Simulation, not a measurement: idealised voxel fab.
Proc. module: voxel lift off
The cross-section shown here is cut; it is 285 nm wide and divided into square cells measuring 5 nm on a side.
Bands, listed from the top down, are how a cross-section gets written in this document; the cross-section itself is a grid of square cells, and a band is one or more rows of them. In this notation a band is specified by the heights of its top and bottom, in that order and in nm, after which its materials appear from left to right, each paired with its width in nm. The word "full width" attached to a single material means that material fills the band from edge to edge; the word "air" stands for empty space. A quick word on heights: they are counted from 0, and under that level the wafer as it came to us is one material throughout. The lowest band is different from the rest in having no bottom; it simply continues downward, written as in "0 and below". Width "30->40": first value at the band's top row of cells, second value at its bottom row, equal change from row to row. Given "stayed the same" for a step, no cell of the cross-section differs between before and after that step. Look at "Sealed voids" for the closed voids: empty spaces with no open path to the top, sized 8 cells or up. Each is width x height at distance, distance from the left edge, all nm. Past the settings on a step's line: simulator remark, on that step. Among the settings permitted on a step's line is "overlay nm"; applied to a step with a mask, it specifies the extent to which the mask lay to the right of its planned position, whereas a negative figure signifies a position to the left.

Process steps - plan
step 1: op RECEIVE | material Si
step 2: op CONFORMAL_DEP | material Al2O3 | thk nm 5
step 3: op PATTERN | tone open | mask id LINES | material resist | width nm 15 | pitch nm 40 | thk nm 25 | overlay nm 0
step 4: op DIRECTIONAL_DEP | material Ru | thk nm 15
step 5: op STRIP | etch materials resist
step 6: op CONFORMAL_DEP | material SiN | thk nm 5

The first of the two wafers, which ran as planned

Step 1 complete: cross-section of the wafer as received
0 and below: Si full width
Sealed voids: none

The wafer in cross-section once step 2 is complete
5 down to 0: Al2O3 full width
All layers under 0 are left as they were.

The wafer in cross-section once step 3 is complete
30 down to 5: resist: 75 | air: 15 | resist: 25 | air: 15 | resist: 25 | air: 15 | resist: 25 | air: 15 | resist: 75
All layers under 5 are left as they were.

The wafer in cross-section once step 4 is complete
45 down to 30: Ru: 75 | air: 15 | Ru: 25 | air: 15 | Ru: 25 | air: 15 | Ru: 25 | air: 15 | Ru: 75
30 down to 20: resist: 75 | air: 15 | resist: 25 | air: 15 | resist: 25 | air: 15 | resist: 25 | air: 15 | resist: 75
20 down to 5: resist: 75 | Ru: 15 | resist: 25 | Ru: 15 | resist: 25 | Ru: 15 | resist: 25 | Ru: 15 | resist: 75
All layers under 5 are left as they were.

The wafer in cross-section once step 5 is complete
20 down to 5: air: 75 | Ru: 15 | air: 25 | Ru: 15 | air: 25 | Ru: 15 | air: 25 | Ru: 15 | air: 75
All layers under 5 are left as they were.

The wafer in cross-section once step 6 is complete
25 down to 20: air: 70 | SiN: 25 | air: 15 | SiN: 25 | air: 15 | SiN: 25 | air: 15 | SiN: 25 | air: 70
20 down to 10: air: 70 | SiN: 5 | Ru: 15 | SiN: 5 | air: 15 | SiN: 5 | Ru: 15 | SiN: 5 | air: 15 | SiN: 5 | Ru: 15 | SiN: 5 | air: 15 | SiN: 5 | Ru: 15 | SiN: 5 | air: 70
10 down to 5: SiN: 75 | Ru: 15 | SiN: 25 | Ru: 15 | SiN: 25 | Ru: 15 | SiN: 25 | Ru: 15 | SiN: 75
All layers under 5 are left as they were.

Notes, second wafer: start = first wafer's, plan = first wafer's, execution had one mistake; history identical to first through step 3

Second wafer cross-section, taken as of the time the plan sets for step 4 to be done
45 down to 30: Al2O3: 75 | air: 15 | Al2O3: 25 | air: 15 | Al2O3: 25 | air: 15 | Al2O3: 25 | air: 15 | Al2O3: 75
30 down to 20: resist: 75 | air: 15 | resist: 25 | air: 15 | resist: 25 | air: 15 | resist: 25 | air: 15 | resist: 75
20 down to 5: resist: 75 | Al2O3: 15 | resist: 25 | Al2O3: 15 | resist: 25 | Al2O3: 15 | resist: 25 | Al2O3: 15 | resist: 75
All layers under 5 are left as they were.

Second wafer cross-section, taken as of the time the plan sets for step 5 to be done
20 down to 5: air: 75 | Al2O3: 15 | air: 25 | Al2O3: 15 | air: 25 | Al2O3: 15 | air: 25 | Al2O3: 15 | air: 75
All layers under 5 are left as they were.

Second wafer cross-section, taken as of the time the plan sets for step 6 to be done
25 down to 20: air: 70 | SiN: 25 | air: 15 | SiN: 25 | air: 15 | SiN: 25 | air: 15 | SiN: 25 | air: 70
20 down to 10: air: 70 | SiN: 5 | Al2O3: 15 | SiN: 5 | air: 15 | SiN: 5 | Al2O3: 15 | SiN: 5 | air: 15 | SiN: 5 | Al2O3: 15 | SiN: 5 | air: 15 | SiN: 5 | Al2O3: 15 | SiN: 5 | air: 70
10 down to 5: SiN: 75 | Al2O3: 15 | SiN: 25 | Al2O3: 15 | SiN: 25 | Al2O3: 15 | SiN: 25 | Al2O3: 15 | SiN: 75
All layers under 5 are left as they were.
So what did we get wrong on this run? step 4 changed vs plan, executed as op DIRECTIONAL_DEP | material Al2O3 | thk nm 15
Counted in cells at the end, the second wafer holds more or fewer of these materials than the first: Al2O3 +36, Ru -36
